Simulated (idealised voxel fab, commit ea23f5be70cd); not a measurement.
You're looking at the process module voxel self aligned vias.
FYI the section here is cut, 225 nm wide, cells are 5 nm squares.
If you're reading a cross-section in this doc, picture square cells in a grid; it comes to you as bands, top ones listed first down to the bottom, and a band can be one or more rows of cells.
Band: top height; bottom height; in nm. Then, left to right: material with width in nm, for each material. "edge to edge": a single material spanning edge to edge. "air": empty space.
Heights are reckoned from 0. Under this level, the received wafer is all of one material. The bottommost band is open-ended downward, for example "0 down".
Width: "30..40" (first number = top row, second number = bottom row, same change from row to row of cells).
The cross-section has no changed cell in any step marked "no modifications".
Entry "Closed void list" = empty spaces >= 8 cells with no open way to the top; each as width x height at distance, distance from left edge, all nm.
Heads up: the bit after the settings on a step's line is the simulator's remark on that step.
overlay nm, on a step with a mask: how far to the right of its planned place the mask lay; to the left if negative

[Steps planned for the process]
1. RECEIVE, material Si
2. CONFORMAL_DEP, material SiO2, thk nm 15
3. CONFORMAL_DEP, material SiCN, thk nm 5
4. DIRECTIONAL_DEP, material SiO2, thk nm 20
5. PATTERN, tone open, mask id LINES, material resist, width nm 20, pitch nm 50, thk nm 20, overlay nm 0
6. DIRECTIONAL_ETCH, etch materials SiO2, depth nm 20
7. STRIP, etch materials resist
8. CONFORMAL_DEP, material TiN, thk nm 5
9. FILL_DEP, material Ru, thk nm 5
10. CMP, height nm 40
11. SELECTIVE_ETCH, etch materials W Ru TiN, depth nm 5
12. FILL_DEP, material SiN, thk nm 5
13. CMP, height nm 40
14. DIRECTIONAL_DEP, material SiO2, thk nm 15
15. DIRECTIONAL_DEP, material aC, thk nm 10
16. PATTERN, tone open, mask id VIAS, material resist, width nm 30, pitch nm 50, thk nm 25, overlay nm 0
17. DIRECTIONAL_ETCH, etch materials aC, depth nm 10
18. STRIP, etch materials resist
19. DIRECTIONAL_ETCH, etch materials SiO2, depth nm 15
20. DIRECTIONAL_ETCH, etch materials SiN, depth nm 5
21. STRIP, etch materials aC
22. CONFORMAL_DEP, material TiN, thk nm 5
23. FILL_DEP, material Ru, thk nm 5
24. CMP, height nm 55
25. CONFORMAL_DEP, material SiN, thk nm 5

[Cross-section of the incoming wafer, state after step 1]
0 down: Si edge to edge
Closed void list: none

[Cross-section, end of module. Start: as above. Plan: as above. Execution: one mistake]
60 to 55: SiN edge to edge
55 to 40: SiO2: 45  TiN: 5  Ru: 20  TiN: 5  SiO2: 20  TiN: 5  Ru: 20  TiN: 5  SiO2: 20  TiN: 5  Ru: 20  TiN: 5  SiO2: 50
40 to 35: SiN: 45  TiN: 30  SiN: 20  TiN: 30  SiN: 20  TiN: 30  SiN: 50
35 to 20: SiO2: 50  TiN: 5  Ru: 10  TiN: 5  SiO2: 30  TiN: 5  Ru: 10  TiN: 5  SiO2: 30  TiN: 5  Ru: 10  TiN: 5  SiO2: 55
20 to 15: SiO2: 50  TiN: 20  SiO2: 30  TiN: 20  SiO2: 30  TiN: 20  SiO2: 55
15 to 0: SiO2 edge to edge
0 down: Si edge to edge
Closed void list: none
Diagnosis: the plan's step 3 was left out and never carried out
